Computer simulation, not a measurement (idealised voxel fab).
process module | voxel wiring stack
cross-section cut | 295 nm wide | cells 5 nm
A cross-section is a grid of square cells, given in bands from the top down. A band is one or more rows of cells.
Each band's line starts with the height of the band's top and of its bottom, in nm. Then come its materials from left to right, each with its width in nm. One material with "throughout" fills the band from edge to edge. "air" is empty space.
Height 0 is the level under which the wafer as received is all one material. The lowest band goes on downwards, as in "0 down".
A width such as "30 to 40" changes by the same amount from each row of cells to the next, from the band's top row to its bottom row.
"no change" after a step means that no cell of the cross-section changed.
closed voids: empty space of 8 cells or more with no open way to the top, each as width x height at its distance from the left edge, in nm
after a step's settings: what the simulator itself notes on the step
overlay nm, on a step with a mask: how far to the right of its planned place the mask lay; to the left if negative
plan
1 op RECEIVE | material Si
2 op CONFORMAL_DEP | material SiO2 | thk nm 15
3 op CONFORMAL_DEP | material SiN | thk nm 5
4 op DIRECTIONAL_DEP | material lowk | thk nm 15
5 op PATTERN | tone open | mask id METAL_1 | material resist | width nm 25 | pitch nm 55 | thk nm 15 | overlay nm 0
6 op DIRECTIONAL_ETCH | etch materials lowk | depth nm 15
7 op DIRECTIONAL_ETCH | etch materials SiN | depth nm 5
8 op STRIP | etch materials resist
9 op CONFORMAL_DEP | material TiN | thk nm 5
10 op FILL_DEP | material Cu | thk nm 10
11 op CMP | height nm 35
12 op CONFORMAL_DEP | material SiCN | thk nm 5
13 op DIRECTIONAL_DEP | material lowk | thk nm 10
14 op PATTERN | tone open | mask id PLUG_1 | material resist | width nm 15 | pitch nm 55 | thk nm 20 | overlay nm 0
15 op DIRECTIONAL_ETCH | etch materials lowk | depth nm 10
16 op DIRECTIONAL_ETCH | etch materials SiCN | depth nm 5
17 op STRIP | etch materials resist
18 op EPI | material Ru | thk nm 10
19 op EPI | material Ru | thk nm 5
20 op CONFORMAL_DEP | material SiCN | thk nm 5
21 op DIRECTIONAL_DEP | material SiO2 | thk nm 25
22 op PATTERN | tone open | mask id METAL_2 | material resist | width nm 25 | pitch nm 55 | thk nm 15 | overlay nm 0
23 op DIRECTIONAL_ETCH | etch materials SiO2 | depth nm 25
24 op DIRECTIONAL_ETCH | etch materials SiCN | depth nm 5
25 op STRIP | etch materials resist
26 op CONFORMAL_DEP | material TiN | thk nm 5
27 op FILL_DEP | material Ru | thk nm 5
28 op CMP | height nm 80
29 op CONFORMAL_DEP | material SiCN | thk nm 5
30 op DIRECTIONAL_DEP | material SiO2 | thk nm 20
31 op MASKED_ETCH | tone open | mask id PLUG_2 | width nm 15 | pitch nm 110 | etch materials SiO2 | depth nm 20 | overlay nm 0
32 op MASKED_ETCH | tone open | mask id PLUG_2 | width nm 15 | pitch nm 110 | etch materials SiCN | depth nm 5 | overlay nm 0
33 op EPI | material Ru | thk nm 10
34 op EPI | material Ru | thk nm 10
35 op EPI | material Ru | thk nm 5
36 op CONFORMAL_DEP | material SiCN | thk nm 5
37 op DIRECTIONAL_DEP | material lowk | thk nm 20
38 op MASKED_ETCH | tone open | mask id METAL_3 | width nm 25 | pitch nm 55 | etch materials lowk | depth nm 20 | overlay nm 0
39 op MASKED_ETCH | tone open | mask id METAL_3 | width nm 25 | pitch nm 55 | etch materials SiCN | depth nm 5 | overlay nm 0
40 op CONFORMAL_DEP | material TiN | thk nm 5
41 op FILL_DEP | material W | thk nm 10
42 op CMP | height nm 130
43 op CONFORMAL_DEP | material SiCN | thk nm 5
44 op DIRECTIONAL_DEP | material SiO2 | thk nm 35
45 op MASKED_ETCH | tone open | mask id METAL_4_HOLES | width nm 15 | pitch nm 55 | etch materials SiO2 | depth nm 35 | overlay nm 0
46 op PATTERN | tone open | mask id METAL_4 | material resist | width nm 25 | pitch nm 55 | thk nm 20 | overlay nm 0
47 op DIRECTIONAL_ETCH | etch materials SiO2 | depth nm 20
48 op DIRECTIONAL_ETCH | etch materials SiCN | depth nm 5
49 op STRIP | etch materials resist
50 op CONFORMAL_DEP | material TiN | thk nm 5
51 op FILL_DEP | material Ru | thk nm 10
52 op CMP | height nm 170
53 op CONFORMAL_DEP | material SiCN | thk nm 5
as received, after step 1
  0 down: Si throughout
  closed voids: none
first wafer at the end, as planned
  175 to 170: SiCN throughout
  170 to 155: SiO2 80 | TiN 5 | Ru 15 | TiN 5 | SiO2 30 | TiN 5 | Ru 15 | TiN 5 | SiO2 30 | TiN 5 | Ru 15 | TiN 5 | SiO2 80
  155 to 150: SiO2 80 | TiN 5 | Ru 5 | TiN 15 | SiO2 30 | TiN 5 | Ru 5 | TiN 15 | SiO2 30 | TiN 5 | Ru 5 | TiN 15 | SiO2 80
  150 to 135: SiO2 80 | TiN 5 | Ru 5 | TiN 5 | SiO2 40 | TiN 5 | Ru 5 | TiN 5 | SiO2 40 | TiN 5 | Ru 5 | TiN 5 | SiO2 90
  135 to 130: SiCN 80 | TiN 15 | SiCN 40 | TiN 15 | SiCN 40 | TiN 15 | SiCN 90
  130 to 110: lowk 80 | TiN 5 | W 15 | TiN 5 | lowk 30 | TiN 5 | W 15 | TiN 5 | lowk 30 | TiN 5 | W 15 | TiN 5 | lowk 80
  110 to 105: SiCN 80 | TiN 25 | SiCN 30 | TiN 25 | SiCN 30 | TiN 25 | SiCN 80
  105 to 85: SiO2 80 | Ru 15 | SiO2 95 | Ru 15 | SiO2 90
  85 to 80: SiCN 80 | Ru 15 | SiCN 95 | Ru 15 | SiCN 90
  80 to 55: SiO2 80 | TiN 5 | Ru 15 | TiN 5 | SiO2 30 | TiN 5 | Ru 15 | TiN 5 | SiO2 30 | TiN 5 | Ru 15 | TiN 5 | SiO2 80
  55 to 50: SiCN 80 | TiN 25 | SiCN 30 | TiN 25 | SiCN 30 | TiN 25 | SiCN 80
  50 to 40: lowk 80 | Ru 15 | lowk 40 | Ru 15 | lowk 40 | Ru 15 | lowk 90
  40 to 35: SiCN 80 | Ru 15 | SiCN 40 | Ru 15 | SiCN 40 | Ru 15 | SiCN 90
  35 to 20: lowk 80 | TiN 5 | Cu 15 | TiN 5 | lowk 30 | TiN 5 | Cu 15 | TiN 5 | lowk 30 | TiN 5 | Cu 15 | TiN 5 | lowk 80
  20 to 15: SiN 80 | TiN 25 | SiN 30 | TiN 25 | SiN 30 | TiN 25 | SiN 80
  15 to 0: SiO2 throughout
  0 down: Si throughout
  closed voids: none
second wafer at the end: like start, like plan, one mistake
  175 to 170: SiCN throughout
  170 to 155: SiO2 80 | TiN 5 | Ru 15 | TiN 5 | SiO2 30 | TiN 5 | Ru 15 | TiN 5 | SiO2 30 | TiN 5 | Ru 15 | TiN 5 | SiO2 80
  155 to 150: SiO2 80 | TiN 5 | Ru 5 | TiN 15 | SiO2 30 | TiN 5 | Ru 5 | TiN 15 | SiO2 30 | TiN 5 | Ru 5 | TiN 15 | SiO2 80
  150 to 135: SiO2 80 | TiN 5 | Ru 5 | TiN 5 | SiO2 40 | TiN 5 | Ru 5 | TiN 5 | SiO2 40 | TiN 5 | Ru 5 | TiN 5 | SiO2 90
  135 to 125: SiCN 80 | TiN 15 to 25 | SiCN 40 to 30 | TiN 15 to 25 | SiCN 40 to 30 | TiN 15 to 25 | SiCN 90 to 80
  125 to 105: lowk throughout
  105 to 85: SiO2 80 | Ru 15 | SiO2 95 | Ru 15 | SiO2 90
  85 to 80: SiCN 80 | Ru 15 | SiCN 95 | Ru 15 | SiCN 90
  80 to 55: SiO2 80 | TiN 5 | Ru 15 | TiN 5 | SiO2 30 | TiN 5 | Ru 15 | TiN 5 | SiO2 30 | TiN 5 | Ru 15 | TiN 5 | SiO2 80
  55 to 50: SiCN 80 | TiN 25 | SiCN 30 | TiN 25 | SiCN 30 | TiN 25 | SiCN 80
  50 to 40: lowk 80 | Ru 15 | lowk 40 | Ru 15 | lowk 40 | Ru 15 | lowk 90
  40 to 35: SiCN 80 | Ru 15 | SiCN 40 | Ru 15 | SiCN 40 | Ru 15 | SiCN 90
  35 to 20: lowk 80 | TiN 5 | Cu 15 | TiN 5 | lowk 30 | TiN 5 | Cu 15 | TiN 5 | lowk 30 | TiN 5 | Cu 15 | TiN 5 | lowk 80
  20 to 15: SiN 80 | TiN 25 | SiN 30 | TiN 25 | SiN 30 | TiN 25 | SiN 80
  15 to 0: SiO2 throughout
  0 down: Si throughout
  closed voids: none
what went wrong: steps 36 and 37 were swapped
at the end the second wafer has, in cells: 24 fewer of TiN | 36 fewer of W | 60 more of lowk
